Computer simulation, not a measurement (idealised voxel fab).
process module | voxel self aligned contacts
cross-section cut | 185 nm wide | cells 5 nm
A cross-section is a grid of square cells, given in bands from the top down. A band is one or more rows of cells.
Each band's line starts with the height of the band's top and of its bottom, in nm. Then come its materials from left to right, each with its width in nm. One material with "throughout" fills the band from edge to edge. "air" is empty space.
Height 0 is the level under which the wafer as received is all one material. The lowest band goes on downwards, as in "0 down".
A width such as "30 to 40" changes by the same amount from each row of cells to the next, from the band's top row to its bottom row.
"no change" after a step means that no cell of the cross-section changed.
closed voids: empty space of 8 cells or more with no open way to the top, each as width x height at its distance from the left edge, in nm
after a step's settings: what the simulator itself notes on the step
overlay nm, on a step with a mask: how far to the right of its planned place the mask lay; to the left if negative
plan
1 op RECEIVE | material Si
2 op OXIDIZE | depth nm 5
3 op DIRECTIONAL_DEP | material polySi | thk nm 25
4 op DIRECTIONAL_DEP | material SiN | thk nm 20
5 op MASKED_ETCH | tone cover | mask id GATE | width nm 35 | pitch nm 80 | etch materials SiN | depth nm 20 | overlay nm 0
6 op MASKED_ETCH | tone cover | mask id GATE | width nm 35 | pitch nm 80 | etch materials polySi | depth nm 25 | overlay nm 0
7 op CONFORMAL_DEP | material SiN | thk nm 10
8 op DIRECTIONAL_ETCH | etch materials SiN | depth nm 10
9 op FILL_DEP | material SiO2 | thk nm 20
10 op CMP | height nm 55
11 op PATTERN | tone open | mask id CONTACT | material resist | width nm 55 | thk nm 15 | overlay nm 0
12 op DIRECTIONAL_ETCH | etch materials SiO2 | depth nm 60
13 op STRIP | etch materials resist
14 op CONFORMAL_DEP | material TiN | thk nm 5
15 op FILL_DEP | material Ru | thk nm 10
16 op CMP | height nm 55
17 op CONFORMAL_DEP | material SiCN | thk nm 5
as received, after step 1
  0 down: Si throughout
  closed voids: none
a wafer at the end: this start, this plan, one mistake
  60 to 55: SiCN throughout
  55 to 50: SiO2 25 | SiN 55 | TiN 5 | Ru 15 | TiN 5 | SiN 55 | SiO2 25
  50 to 45: SiO2 25 | SiN 55 | TiN 25 | SiN 55 | SiO2 25
  45 to 25: SiN throughout
  25 to 0: polySi throughout
  0 to -5: SiO2 throughout
  -5 down: Si throughout
  closed voids: none
what went wrong: step 4 was run twice
